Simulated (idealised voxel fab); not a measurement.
The name of this process module is voxel lift off.
We display cut, a cross-section 235 nm in width whose square cells are each 5 nm.
We lay out every cross-section as a grid of square cells and spell it out in bands from the top down, where one band means one or more rows of cells. Top, bottom (nm), then materials left to right with widths (nm); lone material tagged "throughout" fills the whole band edge to edge; "blank" = empty space. Beneath 0, the wafer as received is one material, and that level is where height counting begins. The lowest band goes on downward without a bottom; it is written like "z 0 and below". Think of "30..40" as a width that walks from the first number to the second as you go down the band, top row to bottom row, taking equal-sized steps from row to row. Key: "no alterations made" - step with no changed cell in the cross-section. If an empty space has no open way to the top and is at least 8 cells in size, "Cavities, sealed" lists it, written width x height at distance, where distance is measured from the left edge and every value is in nm. Where a step's line continues beyond its settings, the continuation is a remark by the simulator itself on that step. overlay nm: step with mask; distance mask lay right of planned place; negative value = left of planned place.

## Planned process steps
- 1: RECEIVE: material Si
- 2: CONFORMAL_DEP: material SiN, thk nm 10
- 3: PATTERN: tone open, mask id LINES, material resist, width nm 25, pitch nm 40, thk nm 30, overlay nm 0
- 4: DIRECTIONAL_DEP: material Ru, thk nm 15
- 5: STRIP: etch materials resist
- 6: CONFORMAL_DEP: material SiCN, thk nm 10

## So, the first of our two wafers, run just as we planned it

## as received, after step 1
    z 0 and below  Si throughout
    Cavities, sealed: none

## Take a look at the wafer's cross-section after step 2
    z 10 to 0  SiN throughout
    Unchanged below 0.

## Take a look at the wafer's cross-section after step 3
    z 40 to 10  resist 85; blank 25; resist 15; blank 25; resist 85
    Unchanged below 10.

## Take a look at the wafer's cross-section after step 4
    z 55 to 40  Ru 85; blank 25; Ru 15; blank 25; Ru 85
    z 40 to 25  resist 85; blank 25; resist 15; blank 25; resist 85
    z 25 to 10  resist 85; Ru 25; resist 15; Ru 25; resist 85
    Unchanged below 10.

## Take a look at the wafer's cross-section after step 5
    z 25 to 10  blank 85; Ru 25; blank 15; Ru 25; blank 85
    Unchanged below 10.

## Take a look at the wafer's cross-section after step 6
    z 35 to 25  blank 75; SiCN 85; blank 75
    z 25 to 20  blank 75; SiCN 10; Ru 25; SiCN 15; Ru 25; SiCN 10; blank 75
    z 20 to 10  SiCN 85; Ru 25; SiCN 15; Ru 25; SiCN 85
    Unchanged below 10.

## Second wafer - shared start and plan with the first - one error in running - same as the first up to step 2 inclusive

## Cross-section of the second wafer at the time by which step 3 should have been completed according to the plan
    z 40 to 10  resist 90; blank 25; resist 15; blank 25; resist 80
    Unchanged below 10.

## Cross-section of the second wafer at the time by which step 4 should have been completed according to the plan
    z 55 to 40  Ru 90; blank 25; Ru 15; blank 25; Ru 80
    z 40 to 25  resist 90; blank 25; resist 15; blank 25; resist 80
    z 25 to 10  resist 90; Ru 25; resist 15; Ru 25; resist 80
    Unchanged below 10.

## Cross-section of the second wafer at the time by which step 5 should have been completed according to the plan
    z 25 to 10  blank 90; Ru 25; blank 15; Ru 25; blank 80
    Unchanged below 10.

## Cross-section of the second wafer at the time by which step 6 should have been completed according to the plan
    z 35 to 25  blank 80; SiCN 85; blank 70
    z 25 to 20  blank 80; SiCN 10; Ru 25; SiCN 15; Ru 25; SiCN 10; blank 70
    z 20 to 10  SiCN 90; Ru 25; SiCN 15; Ru 25; SiCN 80
    Unchanged below 10.
what went wrong: step 3 did not use the planned setting and instead ran as PATTERN: tone open, mask id LINES, material resist, width nm 25, pitch nm 40, thk nm 30, overlay nm 5
By the end, you'd get the same cell count for each material on either wafer, but the second wafer puts them somewhere else.
